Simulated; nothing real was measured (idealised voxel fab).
This section sets out a process module, namely voxel capacitor over wiring.
The figure presents cross-section cut, which has a width of 155 nm and is divided into square cells with an edge length of 5 nm.
Cross-section layout: square cells on a grid; listed as bands, top to bottom; a band spans one or more cell rows. Top, bottom (nm), then materials left to right with widths (nm); lone material tagged "all across" fills the whole band edge to edge; "air" = empty space. The reference from which all heights are counted is 0, the level beneath which the as-received wafer is entirely one material; the lowest band, having no lower bound, proceeds downward and is written after the example "0..down". Top row gets the first number, bottom row gets the second, and each row in between changes by the same step: that is how a band width like "30 to 40" works. "nothing got changed" for a step: no cell of the cross-section changed in that step. Closed-off voids of 8+ cells (no open route to the top) go in "Unvented internal voids", written width x height at distance from the left edge, in nm. It should be noted that, on the line of a given step, the content following the step's settings is a remark produced by the simulator itself with respect to that step. overlay nm: how far to the right of its planned place the mask lay on this masked step (negative: to the left).
[Here's what the planned process steps look like]
- 1: op RECEIVE | material Si
- 2: op CONFORMAL_DEP | material SiO2 | thk nm 15
- 3: op CONFORMAL_DEP | material SiN | thk nm 5
- 4: op DIRECTIONAL_DEP | material SiO2 | thk nm 15
- 5: op PATTERN | tone open | mask id METAL_1 | material resist | width nm 30 | pitch nm 85 | thk nm 20 | overlay nm 0
- 6: op DIRECTIONAL_ETCH | etch materials SiO2 | depth nm 15
- 7: op DIRECTIONAL_ETCH | etch materials SiN | depth nm 5
- 8: op STRIP | etch materials resist
- 9: op CONFORMAL_DEP | material TiN | thk nm 5
- 10: op FILL_DEP | material W | thk nm 10
- 11: op CMP | height nm 35
- 12: op CONFORMAL_DEP | material SiCN | thk nm 5
- 13: op DIRECTIONAL_DEP | material SiO2 | thk nm 10
- 14: op DIRECTIONAL_DEP | material aC | thk nm 15
- 15: op PATTERN | tone open | mask id PLUG_1 | material resist | width nm 15 | thk nm 30 | overlay nm 0
- 16: op DIRECTIONAL_ETCH | etch materials aC | depth nm 15
- 17: op STRIP | etch materials resist
- 18: op DIRECTIONAL_ETCH | etch materials SiO2 | depth nm 10
- 19: op DIRECTIONAL_ETCH | etch materials SiCN | depth nm 5
- 20: op STRIP | etch materials aC
- 21: op EPI | material Ru | thk nm 10
- 22: op EPI | material Ru | thk nm 5
- 23: op DIRECTIONAL_DEP | material TiN | thk nm 10
- 24: op DIRECTIONAL_DEP | material Al2O3 | thk nm 5
- 25: op DIRECTIONAL_DEP | material TiN | thk nm 5
- 26: op MASKED_ETCH | tone cover | mask id UPPER_PLATE | width nm 60 | etch materials TiN | depth nm 5 | overlay nm 0
- 27: op MASKED_ETCH | tone cover | mask id UPPER_PLATE | width nm 60 | etch materials Al2O3 | depth nm 5 | overlay nm 0
- 28: op PATTERN | tone cover | mask id LOWER_PLATE | material resist | width nm 70 | thk nm 20 | overlay nm 0
- 29: op DIRECTIONAL_ETCH | etch materials TiN | depth nm 10
- 30: op STRIP | etch materials resist
- 31: op FILL_DEP | material SiO2 | thk nm 20
- 32: op CMP | height nm 85
- 33: op PATTERN | tone open | mask id PLUG_2 | material resist | width nm 15 | thk nm 15 | overlay nm 0
- 34: op DIRECTIONAL_ETCH | etch materials SiO2 | depth nm 15
- 35: op STRIP | etch materials resist
- 36: op CONFORMAL_DEP | material TiN | thk nm 5
- 37: op FILL_DEP | material Ru | thk nm 5
- 38: op CMP | height nm 85
- 39: op CONFORMAL_DEP | material SiCN | thk nm 5
[The first wafer of two, processed as planned]
[Cross-sectional view of the wafer in its as-received condition, corresponding to the state after step 1]
* 0..down: Si all across
* Unvented internal voids: none
[Cross-section of the wafer after step 2]
* 15..0: SiO2 all across
* Nothing below the height 0 has changed.
[Cross-section of the wafer after step 3]
* 20..15: SiN all across
* Nothing below the height 15 has changed.
[Cross-section of the wafer after step 4]
* 35..20: SiO2 all across
* Nothing below the height 20 has changed.
[Cross-section of the wafer after step 5]
* 55..35: resist 20 nm; air 30 nm; resist 55 nm; air 30 nm; resist 20 nm
* Nothing below the height 35 has changed.
[Cross-section of the wafer after step 6]
* 55..35: resist 20 nm; air 30 nm; resist 55 nm; air 30 nm; resist 20 nm
* 35..20: SiO2 20 nm; air 30 nm; SiO2 55 nm; air 30 nm; SiO2 20 nm
* Nothing below the height 20 has changed.
[Cross-section of the wafer after step 7]
* 55..35: resist 20 nm; air 30 nm; resist 55 nm; air 30 nm; resist 20 nm
* 35..20: SiO2 20 nm; air 30 nm; SiO2 55 nm; air 30 nm; SiO2 20 nm
* 20..15: SiN 20 nm; air 30 nm; SiN 55 nm; air 30 nm; SiN 20 nm
* Nothing below the height 15 has changed.
[Cross-section of the wafer after step 8]
* 35..20: SiO2 20 nm; air 30 nm; SiO2 55 nm; air 30 nm; SiO2 20 nm
* Nothing below the height 20 has changed.
[Cross-section of the wafer after step 9]
* 40..35: TiN 25 nm; air 20 nm; TiN 65 nm; air 20 nm; TiN 25 nm
* 35..20: SiO2 20 nm; TiN 5 nm; air 20 nm; TiN 5 nm; SiO2 55 nm; TiN 5 nm; air 20 nm; TiN 5 nm; SiO2 20 nm
* 20..15: SiN 20 nm; TiN 30 nm; SiN 55 nm; TiN 30 nm; SiN 20 nm
* Nothing below the height 15 has changed.
[Cross-section of the wafer after step 10]
* 50..40: W all across
* 40..35: TiN 25 nm; W 20 nm; TiN 65 nm; W 20 nm; TiN 25 nm
* 35..20: SiO2 20 nm; TiN 5 nm; W 20 nm; TiN 5 nm; SiO2 55 nm; TiN 5 nm; W 20 nm; TiN 5 nm; SiO2 20 nm
* Nothing below the height 20 has changed.
[Cross-section of the wafer after step 11]
* 35..20: SiO2 20 nm; TiN 5 nm; W 20 nm; TiN 5 nm; SiO2 55 nm; TiN 5 nm; W 20 nm; TiN 5 nm; SiO2 20 nm
* Nothing below the height 20 has changed.
[Cross-section of the wafer after step 12]
* 40..35: SiCN all across
* Nothing below the height 35 has changed.
[Cross-section of the wafer after step 13]
* 50..40: SiO2 all across
* Nothing below the height 40 has changed.
[Cross-section of the wafer after step 14]
* 65..50: aC all across
* Nothing below the height 50 has changed.
[Cross-section of the wafer after step 15]
* 95..65: resist 35 nm; air 15 nm; resist 105 nm
* Nothing below the height 65 has changed.
[Cross-section of the wafer after step 16]
* 80..65: resist 35 nm; air 15 nm; resist 105 nm
* 65..50: aC 35 nm; air 15 nm; aC 105 nm
* Nothing below the height 50 has changed.
[Cross-section of the wafer after step 17]
* 65..50: aC 35 nm; air 15 nm; aC 105 nm
* Nothing below the height 50 has changed.
[Cross-section of the wafer after step 18]
* 65..50: aC 35 nm; air 15 nm; aC 105 nm
* 50..40: SiO2 35 nm; air 15 nm; SiO2 105 nm
* Nothing below the height 40 has changed.
[Cross-section of the wafer after step 19]
* 65..50: aC 35 nm; air 15 nm; aC 105 nm
* 50..40: SiO2 35 nm; air 15 nm; SiO2 105 nm
* 40..35: SiCN 35 nm; air 15 nm; SiCN 105 nm
* Nothing below the height 35 has changed.
[Cross-section of the wafer after step 20]
* 50..40: SiO2 35 nm; air 15 nm; SiO2 105 nm
* Nothing below the height 40 has changed.
[Cross-section of the wafer after step 21]
* 50..45: SiO2 35 nm; air 15 nm; SiO2 105 nm
* 45..40: SiO2 35 nm; Ru 15 nm; SiO2 105 nm
* 40..35: SiCN 35 nm; Ru 15 nm; SiCN 105 nm
* Nothing below the height 35 has changed.
[Cross-section of the wafer after step 22]
* 50..40: SiO2 35 nm; Ru 15 nm; SiO2 105 nm
* Nothing below the height 40 has changed.
[Cross-section of the wafer after step 23]
* 60..50: TiN all across
* Nothing below the height 50 has changed.
[Cross-section of the wafer after step 24]
* 65..60: Al2O3 all across
* Nothing below the height 60 has changed.
[Cross-section of the wafer after step 25]
* 70..65: TiN all across
* Nothing below the height 65 has changed.
[Cross-section of the wafer after step 26]
* 70..65: air 35 nm; TiN 60 nm; air 60 nm
* Nothing below the height 65 has changed.
[Cross-section of the wafer after step 27]
* 70..65: air 35 nm; TiN 60 nm; air 60 nm
* 65..60: air 35 nm; Al2O3 60 nm; air 60 nm
* Nothing below the height 60 has changed.
[Cross-section of the wafer after step 28]
* 90..70: air 30 nm; resist 70 nm; air 55 nm
* 70..65: air 30 nm; resist 5 nm; TiN 60 nm; resist 5 nm; air 55 nm
* 65..60: air 30 nm; resist 5 nm; Al2O3 60 nm; resist 5 nm; air 55 nm
* Nothing below the height 60 has changed.
[Cross-section of the wafer after step 29]
* 90..70: air 30 nm; resist 70 nm; air 55 nm
* 70..65: air 30 nm; resist 5 nm; TiN 60 nm; resist 5 nm; air 55 nm
* 65..60: air 30 nm; resist 5 nm; Al2O3 60 nm; resist 5 nm; air 55 nm
* 60..50: air 30 nm; TiN 70 nm; air 55 nm
* Nothing below the height 50 has changed.
[Cross-section of the wafer after step 30]
* 70..65: air 35 nm; TiN 60 nm; air 60 nm
* 65..60: air 35 nm; Al2O3 60 nm; air 60 nm
* Nothing below the height 60 has changed.
[Cross-section of the wafer after step 31]
* 90..70: SiO2 all across
* 70..65: SiO2 35 nm; TiN 60 nm; SiO2 60 nm
* 65..60: SiO2 35 nm; Al2O3 60 nm; SiO2 60 nm
* 60..50: SiO2 30 nm; TiN 70 nm; SiO2 55 nm
* Nothing below the height 50 has changed.
[Cross-section of the wafer after step 32]
* 85..70: SiO2 all across
* Nothing below the height 70 has changed.
[Cross-section of the wafer after step 33]
* 100..85: resist 45 nm; air 15 nm; resist 95 nm
* Nothing below the height 85 has changed.
[Cross-section of the wafer after step 34]
* 100..85: resist 45 nm; air 15 nm; resist 95 nm
* 85..70: SiO2 45 nm; air 15 nm; SiO2 95 nm
* Nothing below the height 70 has changed.
[Cross-section of the wafer after step 35]
* 85..70: SiO2 45 nm; air 15 nm; SiO2 95 nm
* Nothing below the height 70 has changed.
[Cross-section of the wafer after step 36]
* 90..85: TiN 50 nm; air 5 nm; TiN 100 nm
* 85..75: SiO2 45 nm; TiN 5 nm; air 5 nm; TiN 5 nm; SiO2 95 nm
* 75..65: SiO2 45 to 35 nm; TiN 15 to 60 nm; SiO2 95 to 60 nm
* Nothing below the height 65 has changed.
[Cross-section of the wafer after step 37]
* 95..90: Ru all across
* 90..85: TiN 50 nm; Ru 5 nm; TiN 100 nm
* 85..75: SiO2 45 nm; TiN 5 nm; Ru 5 nm; TiN 5 nm; SiO2 95 nm
* Nothing below the height 75 has changed.
[Cross-section of the wafer after step 38]
* 85..75: SiO2 45 nm; TiN 5 nm; Ru 5 nm; TiN 5 nm; SiO2 95 nm
* Nothing below the height 75 has changed.
[Cross-section of the wafer after step 39]
* 90..85: SiCN all across
* Nothing below the height 85 has changed.
[The Second Wafer: Common Origin and Plan, One Mistake in Execution, Identical to the First Through Step 14]
[Cross-section: second wafer, time at which step 15 was scheduled to end]
* 95..65: air 35 nm; resist 15 nm; air 105 nm
* Nothing below the height 65 has changed.
[Cross-section: second wafer, time at which step 16 was scheduled to end]
* 80..65: air 35 nm; resist 15 nm; air 105 nm
* 65..50: air 35 nm; aC 15 nm; air 105 nm
* Nothing below the height 50 has changed.
[Cross-section: second wafer, time at which step 17 was scheduled to end]
* 65..50: air 35 nm; aC 15 nm; air 105 nm
* Nothing below the height 50 has changed.
[Cross-section: second wafer, time at which step 18 was scheduled to end]
* 65..50: air 35 nm; aC 15 nm; air 105 nm
* 50..40: air 35 nm; SiO2 15 nm; air 105 nm
* Nothing below the height 40 has changed.
[Cross-section: second wafer, time at which step 19 was scheduled to end]
* 65..50: air 35 nm; aC 15 nm; air 105 nm
* 50..40: air 35 nm; SiO2 15 nm; air 105 nm
* 40..35: air 35 nm; SiCN 15 nm; air 105 nm
* Nothing below the height 35 has changed.
[Cross-section: second wafer, time at which step 20 was scheduled to end]
* 50..40: air 35 nm; SiO2 15 nm; air 105 nm
* Nothing below the height 40 has changed.
[Cross-section: second wafer, time at which step 21 was scheduled to end]
* 50..45: air 35 nm; SiO2 15 nm; air 105 nm
* 45..40: air 10 nm; Ru 25 nm; SiO2 15 nm; air 45 nm; Ru 50 nm; air 10 nm
* 40..35: air 10 nm; Ru 25 nm; SiCN 15 nm; air 45 nm; Ru 50 nm; air 10 nm
* Nothing below the height 35 has changed.
[Cross-section: second wafer, time at which step 22 was scheduled to end]
* 50..40: air 5 nm; Ru 30 nm; SiO2 15 nm; air 40 nm; Ru 60 nm; air 5 nm
* 40..35: air 5 nm; Ru 30 nm; SiCN 15 nm; air 40 nm; Ru 60 nm; air 5 nm
* Nothing below the height 35 has changed.
[Cross-section: second wafer, time at which step 23 was scheduled to end]
* 60..50: air 5 nm; TiN 45 nm; air 40 nm; TiN 60 nm; air 5 nm
* 50..45: air 5 nm; Ru 30 nm; SiO2 15 nm; air 40 nm; Ru 60 nm; air 5 nm
* 45..40: TiN 5 nm; Ru 30 nm; SiO2 15 nm; TiN 40 nm; Ru 60 nm; TiN 5 nm
* 40..35: TiN 5 nm; Ru 30 nm; SiCN 15 nm; TiN 40 nm; Ru 60 nm; TiN 5 nm
* Nothing below the height 35 has changed.
[Cross-section: second wafer, time at which step 24 was scheduled to end]
* 65..60: air 5 nm; Al2O3 45 nm; air 40 nm; Al2O3 60 nm; air 5 nm
* 60..50: air 5 nm; TiN 45 nm; air 40 nm; TiN 60 nm; air 5 nm
* 50..45: Al2O3 5 nm; Ru 30 nm; SiO2 15 nm; Al2O3 40 nm; Ru 60 nm; Al2O3 5 nm
* Nothing below the height 45 has changed.
[Cross-section: second wafer, time at which step 25 was scheduled to end]
* 70..65: air 5 nm; TiN 45 nm; air 40 nm; TiN 60 nm; air 5 nm
* 65..60: air 5 nm; Al2O3 45 nm; air 40 nm; Al2O3 60 nm; air 5 nm
* 60..55: air 5 nm; TiN 45 nm; air 40 nm; TiN 60 nm; air 5 nm
* 55..50: TiN all across
* Nothing below the height 50 has changed.
[Cross-section: second wafer, time at which step 26 was scheduled to end]
* 70..65: air 35 nm; TiN 15 nm; air 40 nm; TiN 5 nm; air 60 nm
* 65..60: air 5 nm; Al2O3 45 nm; air 40 nm; Al2O3 60 nm; air 5 nm
* 60..55: air 5 nm; TiN 45 nm; air 40 nm; TiN 60 nm; air 5 nm
* 55..50: air 5 nm; TiN 145 nm; air 5 nm
* Nothing below the height 50 has changed.
[Cross-section: second wafer, time at which step 27 was scheduled to end]
* 70..65: air 35 nm; TiN 15 nm; air 40 nm; TiN 5 nm; air 60 nm
* 65..60: air 35 nm; Al2O3 15 nm; air 40 nm; Al2O3 5 nm; air 60 nm
* 60..55: air 5 nm; TiN 45 nm; air 40 nm; TiN 60 nm; air 5 nm
* 55..50: air 5 nm; TiN 145 nm; air 5 nm
* 50..45: air 5 nm; Ru 30 nm; SiO2 15 nm; Al2O3 40 nm; Ru 60 nm; air 5 nm
* Nothing below the height 45 has changed.
[Cross-section: second wafer, time at which step 28 was scheduled to end]
* 90..70: air 30 nm; resist 70 nm; air 55 nm
* 70..65: air 30 nm; resist 5 nm; TiN 15 nm; resist 40 nm; TiN 5 nm; resist 5 nm; air 55 nm
* 65..60: air 30 nm; resist 5 nm; Al2O3 15 nm; resist 40 nm; Al2O3 5 nm; resist 5 nm; air 55 nm
* 60..55: air 5 nm; TiN 45 nm; resist 40 nm; TiN 60 nm; air 5 nm
* Nothing below the height 55 has changed.
[Cross-section: second wafer, time at which step 29 was scheduled to end]
* 90..70: air 30 nm; resist 70 nm; air 55 nm
* 70..65: air 30 nm; resist 5 nm; TiN 15 nm; resist 40 nm; TiN 5 nm; resist 5 nm; air 55 nm
* 65..60: air 30 nm; resist 5 nm; Al2O3 15 nm; resist 40 nm; Al2O3 5 nm; resist 5 nm; air 55 nm
* 60..55: air 30 nm; TiN 20 nm; resist 40 nm; TiN 10 nm; air 55 nm
* 55..50: air 30 nm; TiN 70 nm; air 55 nm
* 50..45: air 5 nm; Ru 30 nm; SiO2 15 nm; Al2O3 40 nm; Ru 60 nm; air 5 nm
* 45..40: air 5 nm; Ru 30 nm; SiO2 15 nm; TiN 40 nm; Ru 60 nm; air 5 nm
* 40..35: air 5 nm; Ru 30 nm; SiCN 15 nm; TiN 40 nm; Ru 60 nm; air 5 nm
* Nothing below the height 35 has changed.
[Cross-section: second wafer, time at which step 30 was scheduled to end]
* 70..65: air 35 nm; TiN 15 nm; air 40 nm; TiN 5 nm; air 60 nm
* 65..60: air 35 nm; Al2O3 15 nm; air 40 nm; Al2O3 5 nm; air 60 nm
* 60..55: air 30 nm; TiN 20 nm; air 40 nm; TiN 10 nm; air 55 nm
* Nothing below the height 55 has changed.
[Cross-section: second wafer, time at which step 31 was scheduled to end]
* 90..70: SiO2 all across
* 70..65: SiO2 35 nm; TiN 15 nm; SiO2 40 nm; TiN 5 nm; SiO2 60 nm
* 65..60: SiO2 35 nm; Al2O3 15 nm; SiO2 40 nm; Al2O3 5 nm; SiO2 60 nm
* 60..55: SiO2 30 nm; TiN 20 nm; SiO2 40 nm; TiN 10 nm; SiO2 55 nm
* 55..50: SiO2 30 nm; TiN 70 nm; SiO2 55 nm
* 50..45: SiO2 5 nm; Ru 30 nm; SiO2 15 nm; Al2O3 40 nm; Ru 60 nm; SiO2 5 nm
* 45..40: SiO2 5 nm; Ru 30 nm; SiO2 15 nm; TiN 40 nm; Ru 60 nm; SiO2 5 nm
* 40..35: SiO2 5 nm; Ru 30 nm; SiCN 15 nm; TiN 40 nm; Ru 60 nm; SiO2 5 nm
* Nothing below the height 35 has changed.
[Cross-section: second wafer, time at which step 32 was scheduled to end]
* 85..70: SiO2 all across
* Nothing below the height 70 has changed.
[Cross-section: second wafer, time at which step 33 was scheduled to end]
* 100..85: resist 45 nm; air 15 nm; resist 95 nm
* Nothing below the height 85 has changed.
[Cross-section: second wafer, time at which step 34 was scheduled to end]
* 100..85: resist 45 nm; air 15 nm; resist 95 nm
* 85..70: SiO2 45 nm; air 15 nm; SiO2 95 nm
* Nothing below the height 70 has changed.
[Cross-section: second wafer, time at which step 35 was scheduled to end]
* 85..70: SiO2 45 nm; air 15 nm; SiO2 95 nm
* Nothing below the height 70 has changed.
[Cross-section: second wafer, time at which step 36 was scheduled to end]
* 90..85: TiN 50 nm; air 5 nm; TiN 100 nm
* 85..75: SiO2 45 nm; TiN 5 nm; air 5 nm; TiN 5 nm; SiO2 95 nm
* 75..70: SiO2 45 nm; TiN 15 nm; SiO2 95 nm
* Nothing below the height 70 has changed.
[Cross-section: second wafer, time at which step 37 was scheduled to end]
* 95..90: Ru all across
* 90..85: TiN 50 nm; Ru 5 nm; TiN 100 nm
* 85..75: SiO2 45 nm; TiN 5 nm; Ru 5 nm; TiN 5 nm; SiO2 95 nm
* Nothing below the height 75 has changed.
[Cross-section: second wafer, time at which step 38 was scheduled to end]
* 85..75: SiO2 45 nm; TiN 5 nm; Ru 5 nm; TiN 5 nm; SiO2 95 nm
* Nothing below the height 75 has changed.
[Cross-section: second wafer, time at which step 39 was scheduled to end]
* 90..85: SiCN all across
* Nothing below the height 85 has changed.
Nonconformance to the process plan: in deviation from the planned setting, step 15 was conducted as op PATTERN | tone cover | mask id PLUG_1 | material resist | width nm 15 | thk nm 30 | overlay nm 0
Looking at both finished wafers in cells, the second ends up ahead of or behind the first on some materials: 45 more of Ru | 25 fewer of SiCN | 20 fewer of SiO2
